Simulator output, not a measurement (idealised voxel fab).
process module | voxel plated lines
The cross-section on display is named cut; it measures 225 nm wide, and its cells are 5 nm squares.
Reading order for cross-sections: top band down to bottom band. Underlying form: a grid of square cells. Band size: one or more rows of cells. Band: top height; bottom height; in nm. Then, left to right: material with width in nm, for each material. "all across": a single material spanning edge to edge. "blank": empty space. Height reference: 0 = level under which incoming wafer is all one material. Lowest band: no bottom, runs on downward, e.g. "0 down". Graded width ("30..40"): value in top row of band = first number; value in bottom row = second number; row-to-row change constant. "left unchanged" -> step changed no cross-section cell. The list in "Trapped voids" covers empty spaces of 8 cells or more that cannot reach the top through any open way, and it gives each as width x height at distance; the distance is from the left edge, and width, height and distance are in nm. Anything after a step's settings on that line? It's the simulator's own note about the step. On any step carrying a mask, the "overlay nm" setting, if present on the step's line, tells how far right of its planned place the mask lay; negative values point to the left.

# So here's the lineup of process steps we planned
1,RECEIVE (material Si)
2,CONFORMAL_DEP (material SiN; thk nm 10)
3,DIRECTIONAL_DEP (material TiN; thk nm 5)
4,PATTERN (tone open; mask id LINES; material resist; width nm 30; pitch nm 45; thk nm 40; overlay nm 0)
5,EPI (material Ru; thk nm 5)
6,EPI (material Ru; thk nm 10)
7,EPI (material Ru; thk nm 5)
8,STRIP (etch materials resist)
9,DIRECTIONAL_ETCH (etch materials TiN; depth nm 5)
10,CONFORMAL_DEP (material SiO2; thk nm 10)

# Wafer cross-section on receipt, i.e. after step 1
- 0 down  Si all across
- Trapped voids: none

# Cross-section, first of two wafers, end of module, run as planned
- 45 to 35  blank 65  SiO2 95  blank 65
- 35 to 20  blank 65  SiO2 10  Ru 30  SiO2 15  Ru 30  SiO2 10  blank 65
- 20 to 15  SiO2 75  Ru 30  SiO2 15  Ru 30  SiO2 75
- 15 to 10  SiO2 75  TiN 30  SiO2 15  TiN 30  SiO2 75
- 10 to 0  SiN all across
- 0 down  Si all across
- Trapped voids: none

# End of module, second wafer, cross-section. Started like the first, planned like the first, run with one mistake
- 45 to 35  SiO2 85  blank 10  SiO2 35  blank 10  SiO2 85
- 35 to 20  Ru 75  SiO2 10  blank 10  SiO2 10  Ru 15  SiO2 10  blank 10  SiO2 10  Ru 75
- 20 to 15  Ru 75  SiO2 30  Ru 15  SiO2 30  Ru 75
- 15 to 10  TiN 75  SiO2 30  TiN 15  SiO2 30  TiN 75
- 10 to 0  SiN all across
- 0 down  Si all across
- Trapped voids: none
what went wrong: step 4 was run on a setting that differed from the plan, and what really ran there is PATTERN (tone cover; mask id LINES; material resist; width nm 30; pitch nm 45; thk nm 40; overlay nm 0)
Wafer comparison, final, in cells, second relative to first, materials more or fewer: +84 Ru; +5 SiO2; +21 TiN
